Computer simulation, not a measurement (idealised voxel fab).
Process module, titled voxel ribs on slabs
Cross-sectional view cut (width: 245 nm; square cell size: 5 nm).
Throughout this document, each cross-section is represented as a grid of square cells and is presented as a sequence of bands enumerated from the top downward, where a band comprises one or more rows of cells.
Look at the band entry: it leads with the top's height and the bottom's height in nm. Then it lists the materials left to right, with a width in nm for each. The word "throughout" on a single material says that material fills the band edge to edge. The word "air" is empty space.
Heights from 0 (as-received wafer is one material below). Bottom band endless downward, as "0 -> down".
You'd read "30->40" like this: the band's top row of cells is as wide as the first number, its bottom row is as wide as the second, and going down, every row changes width by the same amount as the row before did.
"no change" means the step left every cell of the cross-section as it was.
For the entry "Closed cavity list", the listed items are empty spaces with no open way to the top whose size is 8 cells or more; each item follows the pattern width x height at distance, where distance is from the left edge and all three are in nm.
Note: text after step settings on the step line = simulator remark on that step.
"overlay nm", when on a step's line for a step with a mask, measures how far to the right of its planned place the mask lay; a negative measure means to the left.

List of planned process steps
1) RECEIVE [material Si]
2) DIRECTIONAL_DEP [material SiO2] [thk nm 20]
3) DIRECTIONAL_DEP [material polySi] [thk nm 25]
4) MASKED_ETCH [tone cover] [mask id RIB] [width nm 30] [etch materials polySi] [depth nm 5] [overlay nm 0]
5) DIRECTIONAL_DEP [material aC] [thk nm 15]
6) PATTERN [tone cover] [mask id SLAB] [material resist] [width nm 70] [thk nm 30] [overlay nm 0]
7) DIRECTIONAL_ETCH [etch materials aC] [depth nm 15]
8) STRIP [etch materials resist]
9) DIRECTIONAL_ETCH [etch materials polySi] [depth nm 20]
10) STRIP [etch materials aC]
11) FILL_DEP [material SiO2] [thk nm 25]
12) CMP [height nm 65]
13) DIRECTIONAL_DEP [material W] [thk nm 10]
14) PATTERN [tone cover] [mask id HEATER] [material resist] [width nm 40] [thk nm 15] [overlay nm 0]
15) DIRECTIONAL_ETCH [etch materials W] [depth nm 10]
16) STRIP [etch materials resist]
17) CONFORMAL_DEP [material SiO2] [thk nm 10]

Here's what the wafer looked like in cross-section when it arrived - that's after step 1
0 -> down: Si throughout
Closed cavity list: none

Cross-section at module end, one run error; start and plan unchanged from above
85 -> 75: air 85 nm | SiO2 70 nm | air 90 nm
75 -> 65: SiO2 95 nm | W 50 nm | SiO2 100 nm
65 -> 45: SiO2 throughout
45 -> 40: SiO2 105 nm | polySi 30 nm | SiO2 110 nm
40 -> 20: SiO2 85 nm | polySi 70 nm | SiO2 90 nm
20 -> 0: SiO2 throughout
0 -> down: Si throughout
Closed cavity list: none
what went wrong: step 14, actual vs plan mismatch, actual run PATTERN [tone cover] [mask id HEATER] [material resist] [width nm 50] [thk nm 15] [overlay nm 0]
